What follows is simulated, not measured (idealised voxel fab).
Proc. module: voxel air gaps
Displayed cross-section: cut, width of 265 nm, square cells sized 5 nm.
Think of the cross-section as a grid of square cells. We describe it in bands, top to bottom, and each band covers one or more rows of those cells. First you get the band's top height and its bottom height, in nm, and then the materials it's made of, left to right, with each width in nm. If you see a single material with "everywhere", that one covers the band edge to edge. "blank" is empty space. Ref level 0: as-received wafer is one material below here. Bottom band extends down with no lower bound ("0..down"). A width given as "30..40" starts at the first number in the band's top row and ends at the second number in its bottom row, shifting by an equal amount at every step from row to row. "remained the same" -> step changed no cross-section cell. In "Sealed voids" the enclosed voids are listed, meaning empty spaces of 8 cells or larger without any opening to the top. The form is width x height at distance, distance from the left edge, units nm. If you see something after the settings on a step's line, that's the simulator's own remark about that step. Regarding "overlay nm": on a step with a mask, it is the distance the mask lay to the right of its planned place; a negative value places it to the left.
### Intended process steps
| 1 | RECEIVE: material Si |
| 2 | CONFORMAL_DEP: material SiO2, thk nm 5 |
| 3 | CONFORMAL_DEP: material SiCN, thk nm 5 |
| 4 | DIRECTIONAL_DEP: material lowk, thk nm 35 |
| 5 | MASKED_ETCH: tone open, mask id LINES, width nm 20, pitch nm 50, etch materials lowk, depth nm 35, overlay nm 0 |
| 6 | CONFORMAL_DEP: material TiN, thk nm 5 |
| 7 | FILL_DEP: material Ru, thk nm 5 |
| 8 | CMP: height nm 55 |
| 9 | EPI: material Ru, thk nm 10 |
| 10 | SELECTIVE_ETCH: etch materials lowk, depth nm 45 |
| 11 | CONFORMAL_DEP: material SiCN, thk nm 5 |
It is noted that the wafers described herein are identical at the outset and are distinguished by the thk nm of step 2; the value stated in the plan corresponds to the first wafer.
### The as-received cross-section of the first of several wafers corresponds to the state after step 1
	0..down  Si everywhere
	Sealed voids: none
### Tabulated below, wafer by wafer, are the end-of-module results: for each material, the number of cells gained (+) or lost (-) relative to the as-received state, followed by the closed voids
thk nm 5, +201 Ru, +106 SiCN, +53 SiO2, +95 TiN, +287 lowk, Sealed voids: none
thk nm 10, +148 Ru, +106 SiCN, +106 SiO2, +95 TiN, +287 lowk, Sealed voids: none
thk nm 15, +84 Ru, +184 SiCN, +159 SiO2, +48 TiN, Sealed voids: 20 x 25 at 95; 20 x 25 at 145
thk nm 20, +78 Ru, +178 SiCN, +212 SiO2, +42 TiN, Sealed voids: 20 x 20 at 95; 20 x 20 at 145
thk nm 25, +72 Ru, +172 SiCN, +265 SiO2, +36 TiN, Sealed voids: 20 x 15 at 95; 20 x 15 at 145
thk nm 30, +66 Ru, +166 SiCN, +318 SiO2, +30 TiN, Sealed voids: 20 x 10 at 95; 20 x 10 at 145
